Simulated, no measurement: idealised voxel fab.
The process module presented herein is designated voxel fin reveal.
Cross-section cut spans 150 nm and uses square cells 5 nm in size.
Cross-section layout: square cells on a grid; listed as bands, top to bottom; a band spans one or more cell rows.
The band entry comprises the height of the band's top followed by the height of its bottom, expressed in nm, and subsequently the band's materials from left to right, each stated together with its width in nm. Where a single material is marked with the word "full width", that material fills the band from edge to edge. The word "blank" represents empty space.
Ref level 0: as-received wafer is one material below here. Bottom band extends down with no lower bound ("0 nm and below").
Top row gets the first number, bottom row gets the second, and each row in between changes by the same step: that is how a band width like "30->40" works.
What does "remained unchanged" mean for a step? It means no cell of the cross-section changed in that step.
You'll see "Enclosed void entries" listing empty spaces that have no way open to the top, as long as they're 8 cells or more; the notation is width x height at distance, where the distance is from the left edge, and all of it is in nm.
Text after the settings on a step's line: the simulator's own remark on that step.
"overlay nm" on a masked step: distance the mask lay right of its planned place, negative for left.

# Below is the list of planned process steps
1: RECEIVE | material Si
2: CONFORMAL_DEP | material SiN | thk nm 10
3: MASKED_ETCH | tone cover | mask id FINS | width nm 15 | pitch nm 45 | etch materials SiN | depth nm 10 | overlay nm 0
4: MASKED_ETCH | tone cover | mask id FINS | width nm 15 | pitch nm 45 | etch materials Si | depth nm 30 | overlay nm 0
5: OXIDIZE | depth nm 5
6: FILL_DEP | material SiO2 | thk nm 5
7: CMP | height nm 10
8: SELECTIVE_ETCH | etch materials SiO2 | depth nm 30
9: STRIP | etch materials SiN

# Incoming wafer, cross-sectional view, post step 1
- 0 nm and below | Si full width
- Enclosed void entries: none

# Look at the cross-section after the module: the wafer started out the way shown above and the plan was the one shown above, yet one mistake was made along the way
- 10 nm to 0 nm | blank=45; SiN=15; blank=30; SiN=15; blank=45
- 0 nm to -35 nm | blank=50; Si=5; blank=40; Si=5; blank=50
- -35 nm and below | Si full width
- Enclosed void entries: none
Misprocessing identified: planned and actual differ for step 9; actual: STRIP | etch materials SiO2
